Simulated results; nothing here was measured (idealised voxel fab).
Documented hereafter: the process module known as voxel plated lines.
Each square cell in cross-section cut measures 5 nm, and the section as a whole is 175 nm wide.
Cross-section, as written here: a square-cell grid given band by band from the top down, where a band holds one or more rows of cells. In this notation a band is specified by the heights of its top and bottom, in that order and in nm, after which its materials appear from left to right, each paired with its width in nm. The word "full width" attached to a single material means that material fills the band from edge to edge; the word "empty" stands for empty space. Heights from 0 (as-received wafer is one material below). Bottom band endless downward, as "0..down". You'd read "30..40" like this: the band's top row of cells is as wide as the first number, its bottom row is as wide as the second, and going down, every row changes width by the same amount as the row before did. Any step labelled "all unchanged" changed none of the cells in the cross-section. Closed-off voids of 8+ cells (no open route to the top) go in "Enclosed void entries", written width x height at distance from the left edge, in nm. Heads up: the bit after the settings on a step's line is the simulator's remark on that step. overlay nm: mask right of planned place by this much (step with mask). Neg. = left.
[Planned process steps]
step 1: RECEIVE,material Si
step 2: CONFORMAL_DEP,material SiO2,thk nm 5
step 3: DIRECTIONAL_DEP,material TiN,thk nm 5
step 4: PATTERN,tone open,mask id LINES,material resist,width nm 15,pitch nm 35,thk nm 20,overlay nm 0
step 5: EPI,material Ru,thk nm 10
step 6: STRIP,etch materials resist
step 7: DIRECTIONAL_ETCH,etch materials TiN,depth nm 5
step 8: CONFORMAL_DEP,material SiCN,thk nm 10
[Incoming wafer, cross-sectional view, post step 1]
    0..down: Si full width
    Enclosed void entries: none
[First of two wafers at the end of the module, shown in cross-section; run carried out as planned]
    30..20: empty (15), then SiCN (140), then empty (20)
    20..15: empty (15), then SiCN (10), then Ru (15), then SiCN (20), then Ru (15), then SiCN (20), then Ru (15), then SiCN (20), then Ru (15), then SiCN (10), then empty (20)
    15..10: SiCN (25), then Ru (15), then SiCN (20), then Ru (15), then SiCN (20), then Ru (15), then SiCN (20), then Ru (15), then SiCN (30)
    10..5: SiCN (25), then TiN (15), then SiCN (20), then TiN (15), then SiCN (20), then TiN (15), then SiCN (20), then TiN (15), then SiCN (30)
    5..0: SiO2 full width
    0..down: Si full width
    Enclosed void entries: none
[Wafer two, end of module, cross-section. Same start, same plan as wafer one. One mistake in the run]
    30..20: empty (15), then SiCN (145), then empty (15)
    20..15: empty (15), then SiCN (10), then Ru (20), then SiCN (15), then Ru (20), then SiCN (15), then Ru (20), then SiCN (15), then Ru (20), then SiCN (10), then empty (15)
    15..10: SiCN (25), then Ru (20), then SiCN (15), then Ru (20), then SiCN (15), then Ru (20), then SiCN (15), then Ru (20), then SiCN (25)
    10..5: SiCN (25), then TiN (20), then SiCN (15), then TiN (20), then SiCN (15), then TiN (20), then SiCN (15), then TiN (20), then SiCN (25)
    5..0: SiO2 full width
    0..down: Si full width
    Enclosed void entries: none
The plan and the run diverged here: step 4 off recipe, ran as PATTERN,tone open,mask id LINES,material resist,width nm 20,pitch nm 35,thk nm 20,overlay nm 0
End check, counted in cells, second wafer has more or fewer of these materials than the first: Ru: 8 more, SiCN: 9 fewer, TiN: 4 more
